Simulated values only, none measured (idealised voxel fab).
Process module in this document: voxel wiring stack
Section cut is 175 nm wide and gridded with 5 nm square cells.
Bands, listed from the top down, are how a cross-section gets written in this document; the cross-section itself is a grid of square cells, and a band is one or more rows of them. Band: top height; bottom height; in nm. Then, left to right: material with width in nm, for each material. "full width": a single material spanning edge to edge. "air": empty space. Heights from 0 (as-received wafer is one material below). Bottom band endless downward, as "z 0 and below". It should be noted that a width expressed as "30..40" varies in equal increments from row to row of cells within the band, taking the value of the first number at the top row and that of the second number at the bottom row. Any step labelled "left unchanged" changed none of the cells in the cross-section. The label "Closed voids list" introduces a list of the empty spaces, 8 cells or larger, that have no open way up to the top; each entry in it reads width x height at distance, where the distance is taken from the left edge and all three are stated in nm. On a step's line, text after the settings is the simulator commenting on that step. On any step carrying a mask, the "overlay nm" setting, if present on the step's line, tells how far right of its planned place the mask lay; negative values point to the left.

PROCESS STEPS FORESEEN IN THE PLAN
1,op RECEIVE | material Si
2,op CONFORMAL_DEP | material SiO2 | thk nm 15
3,op DIRECTIONAL_DEP | material TiN | thk nm 5
4,op DIRECTIONAL_DEP | material Ru | thk nm 15
5,op MASKED_ETCH | tone cover | mask id METAL_1 | width nm 20 | pitch nm 40 | etch materials Ru | depth nm 15 | overlay nm 0
6,op MASKED_ETCH | tone cover | mask id METAL_1 | width nm 20 | pitch nm 40 | etch materials TiN | depth nm 5 | overlay nm 0
7,op CONFORMAL_DEP | material SiN | thk nm 5
8,op FILL_DEP | material SiO2 | thk nm 10
9,op CMP | height nm 35
10,op CONFORMAL_DEP | material SiCN | thk nm 5
11,op DIRECTIONAL_DEP | material SiO2 | thk nm 20
12,op DIRECTIONAL_DEP | material aC | thk nm 10
13,op PATTERN | tone open | mask id PLUG_1 | material resist | width nm 15 | pitch nm 80 | thk nm 30 | overlay nm 0
14,op DIRECTIONAL_ETCH | etch materials aC | depth nm 10
15,op STRIP | etch materials resist
16,op DIRECTIONAL_ETCH | etch materials SiO2 | depth nm 20
17,op DIRECTIONAL_ETCH | etch materials SiCN | depth nm 5
18,op STRIP | etch materials aC
19,op CONFORMAL_DEP | material TiN | thk nm 5
20,op FILL_DEP | material Ru | thk nm 5
21,op CMP | height nm 60
22,op CONFORMAL_DEP | material SiCN | thk nm 5
23,op DIRECTIONAL_DEP | material SiO2 | thk nm 15
24,op MASKED_ETCH | tone open | mask id METAL_2 | width nm 20 | pitch nm 40 | etch materials SiO2 | depth nm 15 | overlay nm 0
25,op MASKED_ETCH | tone open | mask id METAL_2 | width nm 20 | pitch nm 40 | etch materials SiCN | depth nm 5 | overlay nm 0
26,op CONFORMAL_DEP | material TiN | thk nm 5
27,op FILL_DEP | material Ru | thk nm 5
28,op CMP | height nm 80
29,op CONFORMAL_DEP | material SiCN | thk nm 5

WHAT FOLLOWS COVERS THE FIRST OF TWO WAFERS; IT RAN AS PLANNED

AS RECEIVED (POST STEP 1): CROSS-SECTION
z 0 and below | Si full width
Closed voids list: none

STATE OF THE WAFER AFTER STEP 2, SHOWN IN CROSS-SECTION
z 15 to 0 | SiO2 full width
Below 0, the layers are the same as they were.

STATE OF THE WAFER AFTER STEP 3, SHOWN IN CROSS-SECTION
z 20 to 15 | TiN full width
Below 15, the layers are the same as they were.

STATE OF THE WAFER AFTER STEP 4, SHOWN IN CROSS-SECTION
z 35 to 20 | Ru full width
Below 20, the layers are the same as they were.

STATE OF THE WAFER AFTER STEP 5, SHOWN IN CROSS-SECTION
z 35 to 20 | air=35, Ru=20, air=20, Ru=20, air=20, Ru=20, air=40
Below 20, the layers are the same as they were.

STATE OF THE WAFER AFTER STEP 6, SHOWN IN CROSS-SECTION
z 35 to 20 | air=35, Ru=20, air=20, Ru=20, air=20, Ru=20, air=40
z 20 to 15 | air=35, TiN=20, air=20, TiN=20, air=20, TiN=20, air=40
Below 15, the layers are the same as they were.

STATE OF THE WAFER AFTER STEP 7, SHOWN IN CROSS-SECTION
z 40 to 35 | air=30, SiN=30, air=10, SiN=30, air=10, SiN=30, air=35
z 35 to 20 | air=30, SiN=5, Ru=20, SiN=5, air=10, SiN=5, Ru=20, SiN=5, air=10, SiN=5, Ru=20, SiN=5, air=35
z 20 to 15 | SiN=35, TiN=20, SiN=20, TiN=20, SiN=20, TiN=20, SiN=40
Below 15, the layers are the same as they were.

STATE OF THE WAFER AFTER STEP 8, SHOWN IN CROSS-SECTION
z 50 to 40 | SiO2 full width
z 40 to 35 | SiO2=30, SiN=30, SiO2=10, SiN=30, SiO2=10, SiN=30, SiO2=35
z 35 to 20 | SiO2=30, SiN=5, Ru=20, SiN=5, SiO2=10, SiN=5, Ru=20, SiN=5, SiO2=10, SiN=5, Ru=20, SiN=5, SiO2=35
Below 20, the layers are the same as they were.

STATE OF THE WAFER AFTER STEP 9, SHOWN IN CROSS-SECTION
z 35 to 20 | SiO2=30, SiN=5, Ru=20, SiN=5, SiO2=10, SiN=5, Ru=20, SiN=5, SiO2=10, SiN=5, Ru=20, SiN=5, SiO2=35
Below 20, the layers are the same as they were.

STATE OF THE WAFER AFTER STEP 10, SHOWN IN CROSS-SECTION
z 40 to 35 | SiCN full width
Below 35, the layers are the same as they were.

STATE OF THE WAFER AFTER STEP 11, SHOWN IN CROSS-SECTION
z 60 to 40 | SiO2 full width
Below 40, the layers are the same as they were.

STATE OF THE WAFER AFTER STEP 12, SHOWN IN CROSS-SECTION
z 70 to 60 | aC full width
Below 60, the layers are the same as they were.

STATE OF THE WAFER AFTER STEP 13, SHOWN IN CROSS-SECTION
z 100 to 70 | resist=35, air=15, resist=65, air=15, resist=45
Below 70, the layers are the same as they were.

STATE OF THE WAFER AFTER STEP 14, SHOWN IN CROSS-SECTION
z 90 to 70 | resist=35, air=15, resist=65, air=15, resist=45
z 70 to 60 | aC=35, air=15, aC=65, air=15, aC=45
Below 60, the layers are the same as they were.

STATE OF THE WAFER AFTER STEP 15, SHOWN IN CROSS-SECTION
z 70 to 60 | aC=35, air=15, aC=65, air=15, aC=45
Below 60, the layers are the same as they were.

STATE OF THE WAFER AFTER STEP 16, SHOWN IN CROSS-SECTION
z 70 to 60 | aC=35, air=15, aC=65, air=15, aC=45
z 60 to 40 | SiO2=35, air=15, SiO2=65, air=15, SiO2=45
Below 40, the layers are the same as they were.

STATE OF THE WAFER AFTER STEP 17, SHOWN IN CROSS-SECTION
z 70 to 60 | aC=35, air=15, aC=65, air=15, aC=45
z 60 to 40 | SiO2=35, air=15, SiO2=65, air=15, SiO2=45
z 40 to 35 | SiCN=35, air=15, SiCN=65, air=15, SiCN=45
Below 35, the layers are the same as they were.

STATE OF THE WAFER AFTER STEP 18, SHOWN IN CROSS-SECTION
z 60 to 40 | SiO2=35, air=15, SiO2=65, air=15, SiO2=45
Below 40, the layers are the same as they were.

STATE OF THE WAFER AFTER STEP 19, SHOWN IN CROSS-SECTION
z 65 to 60 | TiN=40, air=5, TiN=75, air=5, TiN=50
z 60 to 40 | SiO2=35, TiN=5, air=5, TiN=5, SiO2=65, TiN=5, air=5, TiN=5, SiO2=45
z 40 to 35 | SiCN=35, TiN=15, SiCN=65, TiN=15, SiCN=45
Below 35, the layers are the same as they were.

STATE OF THE WAFER AFTER STEP 20, SHOWN IN CROSS-SECTION
z 70 to 65 | Ru full width
z 65 to 60 | TiN=40, Ru=5, TiN=75, Ru=5, TiN=50
z 60 to 40 | SiO2=35, TiN=5, Ru=5, TiN=5, SiO2=65, TiN=5, Ru=5, TiN=5, SiO2=45
Below 40, the layers are the same as they were.

STATE OF THE WAFER AFTER STEP 21, SHOWN IN CROSS-SECTION
z 60 to 40 | SiO2=35, TiN=5, Ru=5, TiN=5, SiO2=65, TiN=5, Ru=5, TiN=5, SiO2=45
Below 40, the layers are the same as they were.

STATE OF THE WAFER AFTER STEP 22, SHOWN IN CROSS-SECTION
z 65 to 60 | SiCN full width
Below 60, the layers are the same as they were.

STATE OF THE WAFER AFTER STEP 23, SHOWN IN CROSS-SECTION
z 80 to 65 | SiO2 full width
Below 65, the layers are the same as they were.

STATE OF THE WAFER AFTER STEP 24, SHOWN IN CROSS-SECTION
z 80 to 65 | SiO2=35, air=20, SiO2=20, air=20, SiO2=20, air=20, SiO2=40
Below 65, the layers are the same as they were.

STATE OF THE WAFER AFTER STEP 25, SHOWN IN CROSS-SECTION
z 80 to 65 | SiO2=35, air=20, SiO2=20, air=20, SiO2=20, air=20, SiO2=40
z 65 to 60 | SiCN=35, air=20, SiCN=20, air=20, SiCN=20, air=20, SiCN=40
Below 60, the layers are the same as they were.

STATE OF THE WAFER AFTER STEP 26, SHOWN IN CROSS-SECTION
z 85 to 80 | TiN=40, air=10, TiN=30, air=10, TiN=30, air=10, TiN=45
z 80 to 65 | SiO2=35, TiN=5, air=10, TiN=5, SiO2=20, TiN=5, air=10, TiN=5, SiO2=20, TiN=5, air=10, TiN=5, SiO2=40
z 65 to 60 | SiCN=35, TiN=20, SiCN=20, TiN=20, SiCN=20, TiN=20, SiCN=40
Below 60, the layers are the same as they were.

STATE OF THE WAFER AFTER STEP 27, SHOWN IN CROSS-SECTION
z 90 to 85 | Ru full width
z 85 to 80 | TiN=40, Ru=10, TiN=30, Ru=10, TiN=30, Ru=10, TiN=45
z 80 to 65 | SiO2=35, TiN=5, Ru=10, TiN=5, SiO2=20, TiN=5, Ru=10, TiN=5, SiO2=20, TiN=5, Ru=10, TiN=5, SiO2=40
Below 65, the layers are the same as they were.

STATE OF THE WAFER AFTER STEP 28, SHOWN IN CROSS-SECTION
z 80 to 65 | SiO2=35, TiN=5, Ru=10, TiN=5, SiO2=20, TiN=5, Ru=10, TiN=5, SiO2=20, TiN=5, Ru=10, TiN=5, SiO2=40
Below 65, the layers are the same as they were.

STATE OF THE WAFER AFTER STEP 29, SHOWN IN CROSS-SECTION
z 85 to 80 | SiCN full width
Below 80, the layers are the same as they were.

WAFER TWO: LIKE WAFER ONE IN START AND PLAN, BUT WITH ONE MISTAKE IN EXECUTION; IDENTICAL UP TO AND INCLUDING STEP 21

PLANNED END OF STEP 22: SECOND WAFER, CROSS-SECTION
z 75 to 60 | SiO2 full width
Below 60, the layers are the same as they were.

PLANNED END OF STEP 23: SECOND WAFER, CROSS-SECTION
z 80 to 75 | SiCN full width
Below 75, the layers are the same as they were.

Planned end of step 24: second wafer, cross-section: left unchanged

PLANNED END OF STEP 25: SECOND WAFER, CROSS-SECTION
z 80 to 75 | SiCN=35, air=20, SiCN=20, air=20, SiCN=20, air=20, SiCN=40
Below 75, the layers are the same as they were.

PLANNED END OF STEP 26: SECOND WAFER, CROSS-SECTION
z 85 to 80 | TiN=40, air=10, TiN=30, air=10, TiN=30, air=10, TiN=45
z 80 to 75 | SiCN=35, TiN=20, SiCN=20, TiN=20, SiCN=20, TiN=20, SiCN=40
Below 75, the layers are the same as they were.

PLANNED END OF STEP 27: SECOND WAFER, CROSS-SECTION
z 90 to 85 | Ru full width
z 85 to 80 | TiN=40, Ru=10, TiN=30, Ru=10, TiN=30, Ru=10, TiN=45
Below 80, the layers are the same as they were.

PLANNED END OF STEP 28: SECOND WAFER, CROSS-SECTION
z 80 to 75 | SiCN=35, TiN=20, SiCN=20, TiN=20, SiCN=20, TiN=20, SiCN=40
Below 75, the layers are the same as they were.

PLANNED END OF STEP 29: SECOND WAFER, CROSS-SECTION
z 85 to 80 | SiCN full width
Below 80, the layers are the same as they were.
Which mistake was made when the wafer was run? mixed up steps 22 and 23 - ran each in the other's place
Wafer comparison, final, in cells, second relative to first, materials more or fewer: -18 Ru | +36 SiO2 | -18 TiN
